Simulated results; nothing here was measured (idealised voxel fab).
The name of this process module is voxel double patterning.
Section cut is 150 nm wide and gridded with 5 nm square cells.
Notation: cross-section as square-cell grid; stated in bands, top first, going down; one or more cell rows per band.
Within each band entry, the heights of the top and of the bottom of the band appear first, in that order and in nm; the materials of the band then follow from left to right, each with its corresponding width in nm. The designation "edge to edge" on a single material indicates that it fills the band from edge to edge; the designation "blank" indicates empty space.
Zero point of the height axis is 0; under it, received wafer = one material. Lowest band: continues down indefinitely, "0 down".
Quick explanation for "30->40": the width changes in equal steps down the rows of cells, from the first number in the band's top row to the second number in its bottom row.
Basically "nothing different" means that step didn't change any cell in the cross-section.
What "Fully sealed cavities" gives you is every empty space of 8 cells or more that is cut off from the top. Each appears as width x height at distance, with the distance taken from the left edge and width, height and distance all in nm.
What comes after the settings on a step's line is commentary from the simulator itself on that step.
The setting "overlay nm" may be written on the line of a step. When the step uses a mask, the value reports how far to the right of the planned place the mask lay, and a negative value reports that it lay to the left.

PLANNED PROCESS STEPS
1. RECEIVE, material Si
2. CONFORMAL_DEP, material SiN, thk nm 5
3. DIRECTIONAL_DEP, material SiO2, thk nm 15
4. DIRECTIONAL_DEP, material SiCN, thk nm 10
5. PATTERN, tone open, mask id FIRST, material resist, width nm 15, pitch nm 50, thk nm 20, overlay nm 0
6. DIRECTIONAL_ETCH, etch materials SiCN, depth nm 10
7. STRIP, etch materials resist
8. MASKED_ETCH, tone open, mask id SECOND, width nm 15, etch materials SiCN, depth nm 10, overlay nm 0
9. DIRECTIONAL_ETCH, etch materials SiO2, depth nm 15
10. STRIP, etch materials SiCN

THIS IS THE CROSS-SECTION OF THE WAFER AS WE RECEIVED IT, I.E. AFTER STEP 1
- 0 down  Si edge to edge
- Fully sealed cavities: none

STARTING STRUCTURE AND PROCESS PLAN ARE AS SHOWN ABOVE, BUT ONE MISTAKE WAS MADE IN RUNNING THE MODULE; THE WAFER CROSS-SECTION AT THE END OF THE MODULE FOLLOWS
- 20 to 5  SiO2: 40, then blank: 15, then SiO2: 10, then blank: 15, then SiO2: 10, then blank: 15, then SiO2: 45
- 5 to 0  SiO2 edge to edge
- 0 down  Si edge to edge
- Fully sealed cavities: none
Processing error: step 2 was run on a setting that differed from the plan, and what really ran there is CONFORMAL_DEP, material SiO2, thk nm 5
